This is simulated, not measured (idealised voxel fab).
The process module that follows is named voxel trench capacitor.
We display cut, a cross-section 285 nm in width whose square cells are each 5 nm.
A cross-section is a grid of square cells, given in bands from the top down. A band is one or more rows of cells.
Band entry format. Leading values: height of top, height of bottom, nm. Remainder: materials in left-to-right order, each with its width in nm. Special words: "everywhere" on a single material, which then fills the band edge to edge; "blank", empty space.
Height reference: 0 = level under which incoming wafer is all one material. Lowest band: no bottom, runs on downward, e.g. "0..down".
The width entry "30..40" should be interpreted row by row: the top row of cells in the band takes the first number, the bottom row takes the second number, and the change between adjacent rows is uniform throughout.
"remained unchanged" means the step left every cell of the cross-section as it was.
"Closed void register" enumerates empty spaces isolated from the top, with no open way to it, that contain at least 8 cells, giving each as width x height at distance from the left edge, all three in nm.
On a step's line, text after the settings is the simulator commenting on that step.
For masked steps, "overlay nm" on the step line gives how far right of plan the mask actually lay; a minus sign means it lay to the left.
## Set out below are the planned steps of the process
1: RECEIVE,material Si
2: CONFORMAL_DEP,material SiN,thk nm 10
3: PATTERN,tone open,mask id TRENCH,material resist,width nm 15,pitch nm 50,thk nm 15,overlay nm 0
4: DIRECTIONAL_ETCH,etch materials SiN,depth nm 10
5: DIRECTIONAL_ETCH,etch materials Si,depth nm 35
6: STRIP,etch materials resist
7: CONFORMAL_DEP,material SiO2,thk nm 5
8: FILL_DEP,material polySi,thk nm 5
9: CMP,height nm 10
All wafers enter the flow in the same state. The width nm at step 3 differs from wafer to wafer, and the plan gives the value for the first wafer.
## As received, i.e. after step 1: cross-section through the first of several wafers
	0..down  Si everywhere
	Closed void register: none
## Below is a per-wafer table. In it, each row describes the wafer at the end of the module by giving, for each material, the number of cells gained (+) or lost (-) since the wafer was received, and after that the closed voids of the wafer
width nm 15 | -42 Si | +102 SiN | +38 SiO2 | +16 polySi | Closed void register: none
width nm 20 | -56 Si | +98 SiN | +40 SiO2 | +32 polySi | Closed void register: none
width nm 25 | -70 Si | +94 SiN | +42 SiO2 | +48 polySi | Closed void register: none
width nm 30 | -84 Si | +90 SiN | +44 SiO2 | +64 polySi | Closed void register: none
width nm 35 | -98 Si | +86 SiN | +46 SiO2 | +80 polySi | Closed void register: none
